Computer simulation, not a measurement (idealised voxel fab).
The process module presented herein is designated voxel wiring stack.
Xsec cut, 200 nm wide, square cell size 5 nm.
Square cells in a grid make up a cross-section in this document, and the grid is given as bands, listed from the top down, each one or more rows of cells.
What a band's entry tells you: where the top is and where the bottom is, as heights in nm, and after that what lies inside, material by material from left to right, each with its width in nm. Empty space is written as the word "blank", and a single material marked with the word "all across" occupies the band from edge to edge.
Counting heights begins at 0, where everything beneath is, in the wafer as received, one material. The lowest band has no bottom; it goes on downwards, as "0 nm and below" shows.
A width given as "30 to 40" starts at the first number in the band's top row and ends at the second number in its bottom row, shifting by an equal amount at every step from row to row.
Take "left unchanged" at face value: in the step it is given for, the cross-section changed in none of its cells.
So "Sealed void listing" is basically the list of trapped voids: any empty space of 8 cells or more that can't reach the top through an opening. They're written width x height at distance, the distance being from the left edge, and it's all nm.
Post-settings text on a step line: simulator's own remark regarding the step.
overlay nm: right-of-plan distance of the mask on a masked step; negative values mean left-of-plan.

Here's what the planned process steps look like
1: op RECEIVE | material Si
2: op CONFORMAL_DEP | material SiO2 | thk nm 10
3: op DIRECTIONAL_DEP | material TiN | thk nm 5
4: op DIRECTIONAL_DEP | material Ru | thk nm 25
5: op PATTERN | tone cover | mask id METAL_1 | material resist | width nm 30 | pitch nm 45 | thk nm 20 | overlay nm 0
6: op DIRECTIONAL_ETCH | etch materials Ru | depth nm 25
7: op DIRECTIONAL_ETCH | etch materials TiN | depth nm 5
8: op STRIP | etch materials resist
9: op FILL_DEP | material SiO2 | thk nm 10
10: op CMP | height nm 40
11: op CONFORMAL_DEP | material SiCN | thk nm 5
12: op DIRECTIONAL_DEP | material lowk | thk nm 10
13: op PATTERN | tone open | mask id PLUG_1 | material resist | width nm 15 | pitch nm 45 | thk nm 15 | overlay nm 0
14: op DIRECTIONAL_ETCH | etch materials lowk | depth nm 10
15: op DIRECTIONAL_ETCH | etch materials SiCN | depth nm 5
16: op STRIP | etch materials resist
17: op CONFORMAL_DEP | material TiN | thk nm 5
18: op FILL_DEP | material Cu | thk nm 5
19: op CMP | height nm 55
20: op CONFORMAL_DEP | material SiCN | thk nm 5
21: op DIRECTIONAL_DEP | material lowk | thk nm 25
22: op PATTERN | tone open | mask id METAL_2 | material resist | width nm 30 | pitch nm 45 | thk nm 15 | overlay nm 0
23: op DIRECTIONAL_ETCH | etch materials lowk | depth nm 25
24: op DIRECTIONAL_ETCH | etch materials SiCN | depth nm 5
25: op STRIP | etch materials resist
26: op CONFORMAL_DEP | material TiN | thk nm 5
27: op FILL_DEP | material Ru | thk nm 10
28: op CMP | height nm 85
29: op EPI | material Ru | thk nm 5
30: op FILL_DEP | material SiCN | thk nm 5

First of two wafers: run as planned

Cross-section, incoming material, after step 1
- 0 nm and below | Si all across
- Sealed void listing: none

Wafer after step 2 (cross-section)
- 10 nm to 0 nm | SiO2 all across
- Nothing below the height 0 has changed.

Wafer after step 3 (cross-section)
- 15 nm to 10 nm | TiN all across
- Nothing below the height 10 has changed.

Wafer after step 4 (cross-section)
- 40 nm to 15 nm | Ru all across
- Nothing below the height 15 has changed.

Wafer after step 5 (cross-section)
- 60 nm to 40 nm | 40 nm blank, then 30 nm resist, then 15 nm blank, then 30 nm resist, then 15 nm blank, then 30 nm resist, then 40 nm blank
- Nothing below the height 40 has changed.

Wafer after step 6 (cross-section)
- 60 nm to 40 nm | 40 nm blank, then 30 nm resist, then 15 nm blank, then 30 nm resist, then 15 nm blank, then 30 nm resist, then 40 nm blank
- 40 nm to 15 nm | 40 nm blank, then 30 nm Ru, then 15 nm blank, then 30 nm Ru, then 15 nm blank, then 30 nm Ru, then 40 nm blank
- Nothing below the height 15 has changed.

Wafer after step 7 (cross-section)
- 60 nm to 40 nm | 40 nm blank, then 30 nm resist, then 15 nm blank, then 30 nm resist, then 15 nm blank, then 30 nm resist, then 40 nm blank
- 40 nm to 15 nm | 40 nm blank, then 30 nm Ru, then 15 nm blank, then 30 nm Ru, then 15 nm blank, then 30 nm Ru, then 40 nm blank
- 15 nm to 10 nm | 40 nm blank, then 30 nm TiN, then 15 nm blank, then 30 nm TiN, then 15 nm blank, then 30 nm TiN, then 40 nm blank
- Nothing below the height 10 has changed.

Wafer after step 8 (cross-section)
- 40 nm to 15 nm | 40 nm blank, then 30 nm Ru, then 15 nm blank, then 30 nm Ru, then 15 nm blank, then 30 nm Ru, then 40 nm blank
- Nothing below the height 15 has changed.

Wafer after step 9 (cross-section)
- 50 nm to 40 nm | SiO2 all across
- 40 nm to 15 nm | 40 nm SiO2, then 30 nm Ru, then 15 nm SiO2, then 30 nm Ru, then 15 nm SiO2, then 30 nm Ru, then 40 nm SiO2
- 15 nm to 10 nm | 40 nm SiO2, then 30 nm TiN, then 15 nm SiO2, then 30 nm TiN, then 15 nm SiO2, then 30 nm TiN, then 40 nm SiO2
- Nothing below the height 10 has changed.

Wafer after step 10 (cross-section)
- 40 nm to 15 nm | 40 nm SiO2, then 30 nm Ru, then 15 nm SiO2, then 30 nm Ru, then 15 nm SiO2, then 30 nm Ru, then 40 nm SiO2
- Nothing below the height 15 has changed.

Wafer after step 11 (cross-section)
- 45 nm to 40 nm | SiCN all across
- Nothing below the height 40 has changed.

Wafer after step 12 (cross-section)
- 55 nm to 45 nm | lowk all across
- Nothing below the height 45 has changed.

Wafer after step 13 (cross-section)
- 70 nm to 55 nm | 40 nm resist, then 15 nm blank, then 30 nm resist, then 15 nm blank, then 30 nm resist, then 15 nm blank, then 55 nm resist
- Nothing below the height 55 has changed.

Wafer after step 14 (cross-section)
- 70 nm to 55 nm | 40 nm resist, then 15 nm blank, then 30 nm resist, then 15 nm blank, then 30 nm resist, then 15 nm blank, then 55 nm resist
- 55 nm to 45 nm | 40 nm lowk, then 15 nm blank, then 30 nm lowk, then 15 nm blank, then 30 nm lowk, then 15 nm blank, then 55 nm lowk
- Nothing below the height 45 has changed.

Wafer after step 15 (cross-section)
- 70 nm to 55 nm | 40 nm resist, then 15 nm blank, then 30 nm resist, then 15 nm blank, then 30 nm resist, then 15 nm blank, then 55 nm resist
- 55 nm to 45 nm | 40 nm lowk, then 15 nm blank, then 30 nm lowk, then 15 nm blank, then 30 nm lowk, then 15 nm blank, then 55 nm lowk
- 45 nm to 40 nm | 40 nm SiCN, then 15 nm blank, then 30 nm SiCN, then 15 nm blank, then 30 nm SiCN, then 15 nm blank, then 55 nm SiCN
- Nothing below the height 40 has changed.

Wafer after step 16 (cross-section)
- 55 nm to 45 nm | 40 nm lowk, then 15 nm blank, then 30 nm lowk, then 15 nm blank, then 30 nm lowk, then 15 nm blank, then 55 nm lowk
- Nothing below the height 45 has changed.

Wafer after step 17 (cross-section)
- 60 nm to 55 nm | 45 nm TiN, then 5 nm blank, then 40 nm TiN, then 5 nm blank, then 40 nm TiN, then 5 nm blank, then 60 nm TiN
- 55 nm to 45 nm | 40 nm lowk, then 5 nm TiN, then 5 nm blank, then 5 nm TiN, then 30 nm lowk, then 5 nm TiN, then 5 nm blank, then 5 nm TiN, then 30 nm lowk, then 5 nm TiN, then 5 nm blank, then 5 nm TiN, then 55 nm lowk
- 45 nm to 40 nm | 40 nm SiCN, then 15 nm TiN, then 30 nm SiCN, then 15 nm TiN, then 30 nm SiCN, then 15 nm TiN, then 55 nm SiCN
- Nothing below the height 40 has changed.

Wafer after step 18 (cross-section)
- 65 nm to 60 nm | Cu all across
- 60 nm to 55 nm | 45 nm TiN, then 5 nm Cu, then 40 nm TiN, then 5 nm Cu, then 40 nm TiN, then 5 nm Cu, then 60 nm TiN
- 55 nm to 45 nm | 40 nm lowk, then 5 nm TiN, then 5 nm Cu, then 5 nm TiN, then 30 nm lowk, then 5 nm TiN, then 5 nm Cu, then 5 nm TiN, then 30 nm lowk, then 5 nm TiN, then 5 nm Cu, then 5 nm TiN, then 55 nm lowk
- Nothing below the height 45 has changed.

Wafer after step 19 (cross-section)
- 55 nm to 45 nm | 40 nm lowk, then 5 nm TiN, then 5 nm Cu, then 5 nm TiN, then 30 nm lowk, then 5 nm TiN, then 5 nm Cu, then 5 nm TiN, then 30 nm lowk, then 5 nm TiN, then 5 nm Cu, then 5 nm TiN, then 55 nm lowk
- Nothing below the height 45 has changed.

Wafer after step 20 (cross-section)
- 60 nm to 55 nm | SiCN all across
- Nothing below the height 55 has changed.

Wafer after step 21 (cross-section)
- 85 nm to 60 nm | lowk all across
- Nothing below the height 60 has changed.

Wafer after step 22 (cross-section)
- 100 nm to 85 nm | 40 nm resist, then 30 nm blank, then 15 nm resist, then 30 nm blank, then 15 nm resist, then 30 nm blank, then 40 nm resist
- Nothing below the height 85 has changed.

Wafer after step 23 (cross-section)
- 100 nm to 85 nm | 40 nm resist, then 30 nm blank, then 15 nm resist, then 30 nm blank, then 15 nm resist, then 30 nm blank, then 40 nm resist
- 85 nm to 60 nm | 40 nm lowk, then 30 nm blank, then 15 nm lowk, then 30 nm blank, then 15 nm lowk, then 30 nm blank, then 40 nm lowk
- Nothing below the height 60 has changed.

Wafer after step 24 (cross-section)
- 100 nm to 85 nm | 40 nm resist, then 30 nm blank, then 15 nm resist, then 30 nm blank, then 15 nm resist, then 30 nm blank, then 40 nm resist
- 85 nm to 60 nm | 40 nm lowk, then 30 nm blank, then 15 nm lowk, then 30 nm blank, then 15 nm lowk, then 30 nm blank, then 40 nm lowk
- 60 nm to 55 nm | 40 nm SiCN, then 30 nm blank, then 15 nm SiCN, then 30 nm blank, then 15 nm SiCN, then 30 nm blank, then 40 nm SiCN
- Nothing below the height 55 has changed.

Wafer after step 25 (cross-section)
- 85 nm to 60 nm | 40 nm lowk, then 30 nm blank, then 15 nm lowk, then 30 nm blank, then 15 nm lowk, then 30 nm blank, then 40 nm lowk
- Nothing below the height 60 has changed.

Wafer after step 26 (cross-section)
- 90 nm to 85 nm | 45 nm TiN, then 20 nm blank, then 25 nm TiN, then 20 nm blank, then 25 nm TiN, then 20 nm blank, then 45 nm TiN
- 85 nm to 60 nm | 40 nm lowk, then 5 nm TiN, then 20 nm blank, then 5 nm TiN, then 15 nm lowk, then 5 nm TiN, then 20 nm blank, then 5 nm TiN, then 15 nm lowk, then 5 nm TiN, then 20 nm blank, then 5 nm TiN, then 40 nm lowk
- 60 nm to 55 nm | 40 nm SiCN, then 30 nm TiN, then 15 nm SiCN, then 30 nm TiN, then 15 nm SiCN, then 30 nm TiN, then 40 nm SiCN
- Nothing below the height 55 has changed.

Wafer after step 27 (cross-section)
- 100 nm to 90 nm | Ru all across
- 90 nm to 85 nm | 45 nm TiN, then 20 nm Ru, then 25 nm TiN, then 20 nm Ru, then 25 nm TiN, then 20 nm Ru, then 45 nm TiN
- 85 nm to 60 nm | 40 nm lowk, then 5 nm TiN, then 20 nm Ru, then 5 nm TiN, then 15 nm lowk, then 5 nm TiN, then 20 nm Ru, then 5 nm TiN, then 15 nm lowk, then 5 nm TiN, then 20 nm Ru, then 5 nm TiN, then 40 nm lowk
- Nothing below the height 60 has changed.

Wafer after step 28 (cross-section)
- 85 nm to 60 nm | 40 nm lowk, then 5 nm TiN, then 20 nm Ru, then 5 nm TiN, then 15 nm lowk, then 5 nm TiN, then 20 nm Ru, then 5 nm TiN, then 15 nm lowk, then 5 nm TiN, then 20 nm Ru, then 5 nm TiN, then 40 nm lowk
- Nothing below the height 60 has changed.

Wafer after step 29 (cross-section)
- 90 nm to 85 nm | 35 nm blank, then 40 nm Ru, then 5 nm blank, then 40 nm Ru, then 5 nm blank, then 40 nm Ru, then 35 nm blank
- Nothing below the height 85 has changed.

Wafer after step 30 (cross-section)
- 95 nm to 90 nm | SiCN all across
- 90 nm to 85 nm | 35 nm SiCN, then 40 nm Ru, then 5 nm SiCN, then 40 nm Ru, then 5 nm SiCN, then 40 nm Ru, then 35 nm SiCN
- Nothing below the height 85 has changed.

Second wafer: same start and same plan as the first, one execution error; identical to the first through step 27

Second wafer shown in cross-section at the time step 28 was slated to end
- 95 nm to 90 nm | Ru all across
- Nothing below the height 90 has changed.

Second wafer shown in cross-section at the time step 29 was slated to end
- 100 nm to 90 nm | Ru all across
- Nothing below the height 90 has changed.

Second wafer shown in cross-section at the time step 30 was slated to end
- 105 nm to 100 nm | SiCN all across
- Nothing below the height 100 has changed.
The mistake made against the process plan was this: step 28 did not happen as planned, as run it was op CMP | height nm 95
Final difference in cells, second wafer against first, listed per material as more or fewer: 68 more of Ru | 16 fewer of SiCN | 28 more of TiN
